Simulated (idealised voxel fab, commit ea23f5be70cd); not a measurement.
process module | voxel gate over fins
cross-section cut | 160 nm wide | cells 5 nm
A cross-section is a grid of square cells, given in bands from the top down. A band is one or more rows of cells.
Each band's line starts with the height of the band's top and of its bottom, in nm. Then come its materials from left to right, each with its width in nm. One material with "throughout" fills the band from edge to edge. "air" is empty space.
Height 0 is the level under which the wafer as received is all one material. The lowest band goes on downwards, as in "0 down".
A width such as "30 to 40" changes by the same amount from each row of cells to the next, from the band's top row to its bottom row.
"no change" after a step means that no cell of the cross-section changed.
closed voids: empty space of 8 cells or more with no open way to the top, each as width x height at its distance from the left edge, in nm
after a step's settings: what the simulator itself notes on the step
overlay nm, on a step with a mask: how far to the right of its planned place the mask lay; to the left if negative
plan
1 op RECEIVE | material Si
2 op CONFORMAL_DEP | material SiN | thk nm 5
3 op MASKED_ETCH | tone cover | mask id FINS | width nm 15 | pitch nm 55 | etch materials SiN | depth nm 5 | overlay nm 0
4 op MASKED_ETCH | tone cover | mask id FINS | width nm 15 | pitch nm 55 | etch materials Si | depth nm 35 | overlay nm 0
5 op OXIDIZE | depth nm 5
6 op FILL_DEP | material SiO2 | thk nm 5
7 op CMP | height nm 5
8 op PATTERN | tone open | mask id RAIL | material resist | width nm 15 | thk nm 15 | overlay nm 0
9 op DIRECTIONAL_ETCH | etch materials SiO2 | depth nm 35
10 op STRIP | etch materials resist
11 op CONFORMAL_DEP | material TiN | thk nm 5
12 op FILL_DEP | material W | thk nm 10
13 op CMP | height nm 5
14 op SELECTIVE_ETCH | etch materials W Ru TiN | depth nm 25
15 op FILL_DEP | material SiO2 | thk nm 5
16 op CMP | height nm 5
17 op SELECTIVE_ETCH | etch materials SiO2 | depth nm 20
18 op STRIP | etch materials SiN
19 op CONFORMAL_DEP | material HfO2 | thk nm 5
20 op CONFORMAL_DEP | material TiN | thk nm 5
21 op CONFORMAL_DEP | material TiAl | thk nm 5
22 op CONFORMAL_DEP | material TiN | thk nm 5
23 op FILL_DEP | material W | thk nm 15
24 op CMP | height nm 30
25 op CONFORMAL_DEP | material SiN | thk nm 10
first wafer, as planned
as received, after step 1
  0 down: Si throughout
  closed voids: none
after step 2
  5 to 0: SiN throughout
  below 0: unchanged
after step 3
  5 to 0: air 15 | SiN 15 | air 40 | SiN 15 | air 40 | SiN 15 | air 20
  below 0: unchanged
after step 4
  5 to 0: air 15 | SiN 15 | air 40 | SiN 15 | air 40 | SiN 15 | air 20
  0 to -35: air 15 | Si 15 | air 40 | Si 15 | air 40 | Si 15 | air 20
  below -35: unchanged
after step 5
  5 to 0: air 15 | SiN 15 | air 40 | SiN 15 | air 40 | SiN 15 | air 20
  0 to -35: air 15 | SiO2 5 | Si 5 | SiO2 5 | air 40 | SiO2 5 | Si 5 | SiO2 5 | air 40 | SiO2 5 | Si 5 | SiO2 5 | air 20
  -35 to -40: SiO2 20 | Si 5 | SiO2 50 | Si 5 | SiO2 50 | Si 5 | SiO2 25
  below -40: unchanged
after step 6
  10 to 5: SiO2 throughout
  5 to 0: SiO2 15 | SiN 15 | SiO2 40 | SiN 15 | SiO2 40 | SiN 15 | SiO2 20
  0 to -40: SiO2 20 | Si 5 | SiO2 50 | Si 5 | SiO2 50 | Si 5 | SiO2 25
  below -40: unchanged
after step 7
  5 to 0: SiO2 15 | SiN 15 | SiO2 40 | SiN 15 | SiO2 40 | SiN 15 | SiO2 20
  below 0: unchanged
after step 8
  20 to 5: resist 40 | air 15 | resist 105
  below 5: unchanged
after step 9
  20 to 5: resist 40 | air 15 | resist 105
  5 to 0: SiO2 15 | SiN 15 | SiO2 10 | air 15 | SiO2 15 | SiN 15 | SiO2 40 | SiN 15 | SiO2 20
  0 to -30: SiO2 20 | Si 5 | SiO2 15 | air 15 | SiO2 20 | Si 5 | SiO2 50 | Si 5 | SiO2 25
  below -30: unchanged
after step 10
  5 to 0: SiO2 15 | SiN 15 | SiO2 10 | air 15 | SiO2 15 | SiN 15 | SiO2 40 | SiN 15 | SiO2 20
  below 0: unchanged
after step 11
  10 to 5: TiN 45 | air 5 | TiN 110
  5 to 0: SiO2 15 | SiN 15 | SiO2 10 | TiN 5 | air 5 | TiN 5 | SiO2 15 | SiN 15 | SiO2 40 | SiN 15 | SiO2 20
  0 to -25: SiO2 20 | Si 5 | SiO2 15 | TiN 5 | air 5 | TiN 5 | SiO2 20 | Si 5 | SiO2 50 | Si 5 | SiO2 25
  -25 to -30: SiO2 20 | Si 5 | SiO2 15 | TiN 15 | SiO2 20 | Si 5 | SiO2 50 | Si 5 | SiO2 25
  below -30: unchanged
after step 12
  20 to 10: W throughout
  10 to 5: TiN 45 | W 5 | TiN 110
  5 to 0: SiO2 15 | SiN 15 | SiO2 10 | TiN 5 | W 5 | TiN 5 | SiO2 15 | SiN 15 | SiO2 40 | SiN 15 | SiO2 20
  0 to -25: SiO2 20 | Si 5 | SiO2 15 | TiN 5 | W 5 | TiN 5 | SiO2 20 | Si 5 | SiO2 50 | Si 5 | SiO2 25
  below -25: unchanged
after step 13
  5 to 0: SiO2 15 | SiN 15 | SiO2 10 | TiN 5 | W 5 | TiN 5 | SiO2 15 | SiN 15 | SiO2 40 | SiN 15 | SiO2 20
  below 0: unchanged
after step 14
  5 to 0: SiO2 15 | SiN 15 | SiO2 10 | air 15 | SiO2 15 | SiN 15 | SiO2 40 | SiN 15 | SiO2 20
  0 to -20: SiO2 20 | Si 5 | SiO2 15 | air 15 | SiO2 20 | Si 5 | SiO2 50 | Si 5 | SiO2 25
  below -20: unchanged
after step 15
  10 to 5: SiO2 throughout
  5 to 0: SiO2 15 | SiN 15 | SiO2 40 | SiN 15 | SiO2 40 | SiN 15 | SiO2 20
  0 to -20: SiO2 20 | Si 5 | SiO2 50 | Si 5 | SiO2 50 | Si 5 | SiO2 25
  below -20: unchanged
after step 16
  5 to 0: SiO2 15 | SiN 15 | SiO2 40 | SiN 15 | SiO2 40 | SiN 15 | SiO2 20
  below 0: unchanged
after step 17
  5 to 0: air 15 | SiN 15 | air 40 | SiN 15 | air 40 | SiN 15 | air 20
  0 to -15: air 20 | Si 5 | air 50 | Si 5 | air 50 | Si 5 | air 25
  below -15: unchanged
after step 18
  0 to -15: air 20 | Si 5 | air 50 | Si 5 | air 50 | Si 5 | air 25
  below -15: unchanged
after step 19
  5 to 0: air 15 | HfO2 15 | air 40 | HfO2 15 | air 40 | HfO2 15 | air 20
  0 to -10: air 15 | HfO2 5 | Si 5 | HfO2 5 | air 40 | HfO2 5 | Si 5 | HfO2 5 | air 40 | HfO2 5 | Si 5 | HfO2 5 | air 20
  -10 to -15: HfO2 20 | Si 5 | HfO2 50 | Si 5 | HfO2 50 | Si 5 | HfO2 25
  below -15: unchanged
after step 20
  10 to 5: air 10 | TiN 25 | air 30 | TiN 25 | air 30 | TiN 25 | air 15
  5 to 0: air 10 | TiN 5 | HfO2 15 | TiN 5 | air 30 | TiN 5 | HfO2 15 | TiN 5 | air 30 | TiN 5 | HfO2 15 | TiN 5 | air 15
  0 to -5: air 10 | TiN 5 | HfO2 5 | Si 5 | HfO2 5 | TiN 5 | air 30 | TiN 5 | HfO2 5 | Si 5 | HfO2 5 | TiN 5 | air 30 | TiN 5 | HfO2 5 | Si 5 | HfO2 5 | TiN 5 | air 15
  -5 to -10: TiN 15 | HfO2 5 | Si 5 | HfO2 5 | TiN 40 | HfO2 5 | Si 5 | HfO2 5 | TiN 40 | HfO2 5 | Si 5 | HfO2 5 | TiN 20
  below -10: unchanged
after step 21
  15 to 10: air 5 | TiAl 35 | air 20 | TiAl 35 | air 20 | TiAl 35 | air 10
  10 to 5: air 5 | TiAl 5 | TiN 25 | TiAl 5 | air 20 | TiAl 5 | TiN 25 | TiAl 5 | air 20 | TiAl 5 | TiN 25 | TiAl 5 | air 10
  5 to 0: air 5 | TiAl 5 | TiN 5 | HfO2 15 | TiN 5 | TiAl 5 | air 20 | TiAl 5 | TiN 5 | HfO2 15 | TiN 5 | TiAl 5 | air 20 | TiAl 5 | TiN 5 | HfO2 15 | TiN 5 | TiAl 5 | air 10
  0 to -5: TiAl 10 | TiN 5 | HfO2 5 | Si 5 | HfO2 5 | TiN 5 | TiAl 30 | TiN 5 | HfO2 5 | Si 5 | HfO2 5 | TiN 5 | TiAl 30 | TiN 5 | HfO2 5 | Si 5 | HfO2 5 | TiN 5 | TiAl 15
  below -5: unchanged
after step 22
  20 to 15: TiN 45 | air 10 | TiN 45 | air 10 | TiN 45 | air 5
  15 to 10: TiN 5 | TiAl 35 | TiN 5 | air 10 | TiN 5 | TiAl 35 | TiN 5 | air 10 | TiN 5 | TiAl 35 | TiN 5 | air 5
  10 to 5: TiN 5 | TiAl 5 | TiN 25 | TiAl 5 | TiN 5 | air 10 | TiN 5 | TiAl 5 | TiN 25 | TiAl 5 | TiN 5 | air 10 | TiN 5 | TiAl 5 | TiN 25 | TiAl 5 | TiN 5 | air 5
  5 to 0: TiN 5 | TiAl 5 | TiN 5 | HfO2 15 | TiN 5 | TiAl 5 | TiN 20 | TiAl 5 | TiN 5 | HfO2 15 | TiN 5 | TiAl 5 | TiN 20 | TiAl 5 | TiN 5 | HfO2 15 | TiN 5 | TiAl 5 | TiN 10
  below 0: unchanged
after step 23
  35 to 20: W throughout
  20 to 15: TiN 45 | W 10 | TiN 45 | W 10 | TiN 45 | W 5
  15 to 10: TiN 5 | TiAl 35 | TiN 5 | W 10 | TiN 5 | TiAl 35 | TiN 5 | W 10 | TiN 5 | TiAl 35 | TiN 5 | W 5
  10 to 5: TiN 5 | TiAl 5 | TiN 25 | TiAl 5 | TiN 5 | W 10 | TiN 5 | TiAl 5 | TiN 25 | TiAl 5 | TiN 5 | W 10 | TiN 5 | TiAl 5 | TiN 25 | TiAl 5 | TiN 5 | W 5
  below 5: unchanged
after step 24
  30 to 20: W throughout
  below 20: unchanged
after step 25
  40 to 30: SiN throughout
  below 30: unchanged
second wafer: like start, like plan, one mistake. Through step 7 it matches the first wafer
when step 8 should have ended
  20 to 5: resist 40 | air 20 | resist 100
  below 5: unchanged
when step 9 should have ended
  20 to 5: resist 40 | air 20 | resist 100
  5 to 0: SiO2 15 | SiN 15 | SiO2 10 | air 20 | SiO2 10 | SiN 15 | SiO2 40 | SiN 15 | SiO2 20
  0 to -30: SiO2 20 | Si 5 | SiO2 15 | air 20 | SiO2 15 | Si 5 | SiO2 50 | Si 5 | SiO2 25
  below -30: unchanged
when step 10 should have ended
  5 to 0: SiO2 15 | SiN 15 | SiO2 10 | air 20 | SiO2 10 | SiN 15 | SiO2 40 | SiN 15 | SiO2 20
  below 0: unchanged
when step 11 should have ended
  10 to 5: TiN 45 | air 10 | TiN 105
  5 to 0: SiO2 15 | SiN 15 | SiO2 10 | TiN 5 | air 10 | TiN 5 | SiO2 10 | SiN 15 | SiO2 40 | SiN 15 | SiO2 20
  0 to -25: SiO2 20 | Si 5 | SiO2 15 | TiN 5 | air 10 | TiN 5 | SiO2 15 | Si 5 | SiO2 50 | Si 5 | SiO2 25
  -25 to -30: SiO2 20 | Si 5 | SiO2 15 | TiN 20 | SiO2 15 | Si 5 | SiO2 50 | Si 5 | SiO2 25
  below -30: unchanged
when step 12 should have ended
  20 to 10: W throughout
  10 to 5: TiN 45 | W 10 | TiN 105
  5 to 0: SiO2 15 | SiN 15 | SiO2 10 | TiN 5 | W 10 | TiN 5 | SiO2 10 | SiN 15 | SiO2 40 | SiN 15 | SiO2 20
  0 to -25: SiO2 20 | Si 5 | SiO2 15 | TiN 5 | W 10 | TiN 5 | SiO2 15 | Si 5 | SiO2 50 | Si 5 | SiO2 25
  below -25: unchanged
when step 13 should have ended
  5 to 0: SiO2 15 | SiN 15 | SiO2 10 | TiN 5 | W 10 | TiN 5 | SiO2 10 | SiN 15 | SiO2 40 | SiN 15 | SiO2 20
  below 0: unchanged
when step 14 should have ended
  5 to 0: SiO2 15 | SiN 15 | SiO2 10 | air 20 | SiO2 10 | SiN 15 | SiO2 40 | SiN 15 | SiO2 20
  0 to -20: SiO2 20 | Si 5 | SiO2 15 | air 20 | SiO2 15 | Si 5 | SiO2 50 | Si 5 | SiO2 25
  below -20: unchanged
when step 15 should have ended
  10 to 5: SiO2 throughout
  5 to 0: SiO2 15 | SiN 15 | SiO2 40 | SiN 15 | SiO2 40 | SiN 15 | SiO2 20
  0 to -20: SiO2 20 | Si 5 | SiO2 50 | Si 5 | SiO2 50 | Si 5 | SiO2 25
  below -20: unchanged
when step 16 should have ended
  5 to 0: SiO2 15 | SiN 15 | SiO2 40 | SiN 15 | SiO2 40 | SiN 15 | SiO2 20
  below 0: unchanged
when step 17 should have ended
  5 to 0: air 15 | SiN 15 | air 40 | SiN 15 | air 40 | SiN 15 | air 20
  0 to -15: air 20 | Si 5 | air 50 | Si 5 | air 50 | Si 5 | air 25
  below -15: unchanged
when step 18 should have ended
  0 to -15: air 20 | Si 5 | air 50 | Si 5 | air 50 | Si 5 | air 25
  below -15: unchanged
when step 19 should have ended
  5 to 0: air 15 | HfO2 15 | air 40 | HfO2 15 | air 40 | HfO2 15 | air 20
  0 to -10: air 15 | HfO2 5 | Si 5 | HfO2 5 | air 40 | HfO2 5 | Si 5 | HfO2 5 | air 40 | HfO2 5 | Si 5 | HfO2 5 | air 20
  -10 to -15: HfO2 20 | Si 5 | HfO2 50 | Si 5 | HfO2 50 | Si 5 | HfO2 25
  below -15: unchanged
when step 20 should have ended
  10 to 5: air 10 | TiN 25 | air 30 | TiN 25 | air 30 | TiN 25 | air 15
  5 to 0: air 10 | TiN 5 | HfO2 15 | TiN 5 | air 30 | TiN 5 | HfO2 15 | TiN 5 | air 30 | TiN 5 | HfO2 15 | TiN 5 | air 15
  0 to -5: air 10 | TiN 5 | HfO2 5 | Si 5 | HfO2 5 | TiN 5 | air 30 | TiN 5 | HfO2 5 | Si 5 | HfO2 5 | TiN 5 | air 30 | TiN 5 | HfO2 5 | Si 5 | HfO2 5 | TiN 5 | air 15
  -5 to -10: TiN 15 | HfO2 5 | Si 5 | HfO2 5 | TiN 40 | HfO2 5 | Si 5 | HfO2 5 | TiN 40 | HfO2 5 | Si 5 | HfO2 5 | TiN 20
  below -10: unchanged
when step 21 should have ended
  15 to 10: air 5 | TiAl 35 | air 20 | TiAl 35 | air 20 | TiAl 35 | air 10
  10 to 5: air 5 | TiAl 5 | TiN 25 | TiAl 5 | air 20 | TiAl 5 | TiN 25 | TiAl 5 | air 20 | TiAl 5 | TiN 25 | TiAl 5 | air 10
  5 to 0: air 5 | TiAl 5 | TiN 5 | HfO2 15 | TiN 5 | TiAl 5 | air 20 | TiAl 5 | TiN 5 | HfO2 15 | TiN 5 | TiAl 5 | air 20 | TiAl 5 | TiN 5 | HfO2 15 | TiN 5 | TiAl 5 | air 10
  0 to -5: TiAl 10 | TiN 5 | HfO2 5 | Si 5 | HfO2 5 | TiN 5 | TiAl 30 | TiN 5 | HfO2 5 | Si 5 | HfO2 5 | TiN 5 | TiAl 30 | TiN 5 | HfO2 5 | Si 5 | HfO2 5 | TiN 5 | TiAl 15
  below -5: unchanged
when step 22 should have ended
  20 to 15: TiN 45 | air 10 | TiN 45 | air 10 | TiN 45 | air 5
  15 to 10: TiN 5 | TiAl 35 | TiN 5 | air 10 | TiN 5 | TiAl 35 | TiN 5 | air 10 | TiN 5 | TiAl 35 | TiN 5 | air 5
  10 to 5: TiN 5 | TiAl 5 | TiN 25 | TiAl 5 | TiN 5 | air 10 | TiN 5 | TiAl 5 | TiN 25 | TiAl 5 | TiN 5 | air 10 | TiN 5 | TiAl 5 | TiN 25 | TiAl 5 | TiN 5 | air 5
  5 to 0: TiN 5 | TiAl 5 | TiN 5 | HfO2 15 | TiN 5 | TiAl 5 | TiN 20 | TiAl 5 | TiN 5 | HfO2 15 | TiN 5 | TiAl 5 | TiN 20 | TiAl 5 | TiN 5 | HfO2 15 | TiN 5 | TiAl 5 | TiN 10
  below 0: unchanged
when step 23 should have ended
  35 to 20: W throughout
  20 to 15: TiN 45 | W 10 | TiN 45 | W 10 | TiN 45 | W 5
  15 to 10: TiN 5 | TiAl 35 | TiN 5 | W 10 | TiN 5 | TiAl 35 | TiN 5 | W 10 | TiN 5 | TiAl 35 | TiN 5 | W 5
  10 to 5: TiN 5 | TiAl 5 | TiN 25 | TiAl 5 | TiN 5 | W 10 | TiN 5 | TiAl 5 | TiN 25 | TiAl 5 | TiN 5 | W 10 | TiN 5 | TiAl 5 | TiN 25 | TiAl 5 | TiN 5 | W 5
  below 5: unchanged
when step 24 should have ended
  30 to 20: W throughout
  below 20: unchanged
when step 25 should have ended
  40 to 30: SiN throughout
  below 30: unchanged
what went wrong: step 8 ran as: op PATTERN | tone open | mask id RAIL | material resist | width nm 20 | thk nm 15 | overlay nm 0
at the end the second wafer has, in cells: 2 fewer of SiO2 | 1 more of TiN | 1 more of W
